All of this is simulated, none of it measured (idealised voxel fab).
This section sets out a process module, namely voxel gate over fins.
Section shown: cut. Width: 245 nm. Cell size: 5 nm, square.
A cross-section is a grid of square cells, given in bands from the top down. A band is one or more rows of cells.
Heights first: top, then bottom, in nm. Then materials, left to right, each with a width in nm. "throughout" on a single material: fills the band edge to edge. "blank": empty space.
A quick word on heights: they are counted from 0, and under that level the wafer as it came to us is one material throughout. The lowest band is different from the rest in having no bottom; it simply continues downward, written as in "0 down".
Width: "30..40" (first number = top row, second number = bottom row, same change from row to row of cells).
Any step labelled "no change occurred" changed none of the cells in the cross-section.
The entry "Closed void entries" lists the empty spaces that cover at least 8 cells and have no open path to the top. Each is written as width x height at distance, where the distance is measured from the left edge and all three values are in nm.
Step line, after settings: the simulator's comment on this step.
A step's line can hold "overlay nm"; with a mask on that step, the setting says how far right of the planned place the mask lay, while a negative setting says it lay to the left.
**Set out below are the planned steps of the process**
1,RECEIVE (material Si)
2,CONFORMAL_DEP (material SiN; thk nm 10)
3,PATTERN (tone cover; mask id FINS; material resist; width nm 15; pitch nm 50; thk nm 15; overlay nm 0)
4,DIRECTIONAL_ETCH (etch materials SiN; depth nm 10)
5,DIRECTIONAL_ETCH (etch materials Si; depth nm 40)
6,STRIP (etch materials resist)
7,FILL_DEP (material SiO2; thk nm 10)
8,CMP (height nm 10)
9,PATTERN (tone open; mask id RAIL; material resist; width nm 15; thk nm 15; overlay nm 0)
10,DIRECTIONAL_ETCH (etch materials SiO2; depth nm 45)
11,STRIP (etch materials resist)
12,CONFORMAL_DEP (material TiN; thk nm 5)
13,FILL_DEP (material W; thk nm 10)
14,CMP (height nm 10)
15,SELECTIVE_ETCH (etch materials W Ru TiN; depth nm 30)
16,FILL_DEP (material SiO2; thk nm 5)
17,CMP (height nm 10)
18,SELECTIVE_ETCH (etch materials SiO2; depth nm 20)
19,STRIP (etch materials SiN)
20,CONFORMAL_DEP (material HfO2; thk nm 5)
21,CONFORMAL_DEP (material TiN; thk nm 5)
22,CONFORMAL_DEP (material TiAl; thk nm 5)
23,CONFORMAL_DEP (material TiN; thk nm 5)
24,FILL_DEP (material W; thk nm 10)
25,CMP (height nm 25)
26,CONFORMAL_DEP (material SiN; thk nm 10)
**Wafer at receipt (post step 1), cross-section**
0 down  Si throughout
Closed void entries: none
**Here's the cross-section of the first of our two wafers at the end of the module - it ran as planned**
35 to 25  SiN throughout
25 to 20  W throughout
20 to 15  45 W, 155 TiN, 45 W
15 to 10  45 W, 5 TiN, 45 TiAl, 5 TiN, 45 TiAl, 5 TiN, 45 TiAl, 5 TiN, 45 W
10 to 5  50 TiN, 5 TiAl, 35 TiN, 5 TiAl, 5 TiN, 5 TiAl, 35 TiN, 5 TiAl, 5 TiN, 5 TiAl, 35 TiN, 5 TiAl, 50 TiN
5 to 0  55 TiAl, 5 TiN, 25 HfO2, 5 TiN, 15 TiAl, 5 TiN, 25 HfO2, 5 TiN, 15 TiAl, 5 TiN, 25 HfO2, 5 TiN, 55 TiAl
0 to -5  60 TiN, 5 HfO2, 15 Si, 5 HfO2, 25 TiN, 5 HfO2, 15 Si, 5 HfO2, 25 TiN, 5 HfO2, 15 Si, 5 HfO2, 60 TiN
-5 to -10  65 HfO2, 15 Si, 35 HfO2, 15 Si, 35 HfO2, 15 Si, 65 HfO2
-10 to -20  65 SiO2, 15 Si, 35 SiO2, 15 Si, 35 SiO2, 15 Si, 65 SiO2
-20 to -30  65 SiO2, 15 Si, 10 SiO2, 5 TiN, 5 W, 5 TiN, 10 SiO2, 15 Si, 35 SiO2, 15 Si, 65 SiO2
-30 to -35  65 SiO2, 15 Si, 10 SiO2, 15 TiN, 10 SiO2, 15 Si, 35 SiO2, 15 Si, 65 SiO2
-35 to -40  65 SiO2, 15 Si, 35 SiO2, 15 Si, 35 SiO2, 15 Si, 65 SiO2
-40 down  Si throughout
Closed void entries: none
**Cross-section of the latter of the two wafers at module completion. It had an identical start and an identical plan to the former; in running it, one mistake was made**
35 to 25  SiN throughout
25 to 20  W throughout
20 to 15  45 W, 155 TiN, 45 W
15 to 10  45 W, 5 TiN, 45 TiAl, 5 TiN, 45 TiAl, 5 TiN, 45 TiAl, 5 TiN, 45 W
10 to 5  50 TiN, 5 TiAl, 35 TiN, 5 TiAl, 5 TiN, 5 TiAl, 35 TiN, 5 TiAl, 5 TiN, 5 TiAl, 35 TiN, 5 TiAl, 50 TiN
5 to 0  55 TiAl, 5 TiN, 25 HfO2, 5 TiN, 15 TiAl, 5 TiN, 25 HfO2, 5 TiN, 15 TiAl, 5 TiN, 25 HfO2, 5 TiN, 55 TiAl
0 to -5  60 TiN, 5 HfO2, 15 Si, 5 HfO2, 25 TiN, 5 HfO2, 15 Si, 5 HfO2, 25 TiN, 5 HfO2, 15 Si, 5 HfO2, 60 TiN
-5 to -10  65 HfO2, 15 Si, 35 HfO2, 15 Si, 35 HfO2, 15 Si, 65 HfO2
-10 to -20  65 SiO2, 15 Si, 35 SiO2, 15 Si, 35 SiO2, 15 Si, 65 SiO2
-20 to -30  65 SiO2, 15 Si, 5 SiO2, 5 TiN, 15 W, 5 TiN, 5 SiO2, 15 Si, 35 SiO2, 15 Si, 65 SiO2
-30 to -35  65 SiO2, 15 Si, 5 SiO2, 25 TiN, 5 SiO2, 15 Si, 35 SiO2, 15 Si, 65 SiO2
-35 to -40  65 SiO2, 15 Si, 35 SiO2, 15 Si, 35 SiO2, 15 Si, 65 SiO2
-40 down  Si throughout
Closed void entries: none
Against the plan, the run slipped here: step 9 ran as: PATTERN (tone open; mask id RAIL; material resist; width nm 25; thk nm 15; overlay nm 0)
Per the end-of-run cell counts, the second wafer holds more or fewer of some materials than the first: SiO2 -6, TiN +2, W +4
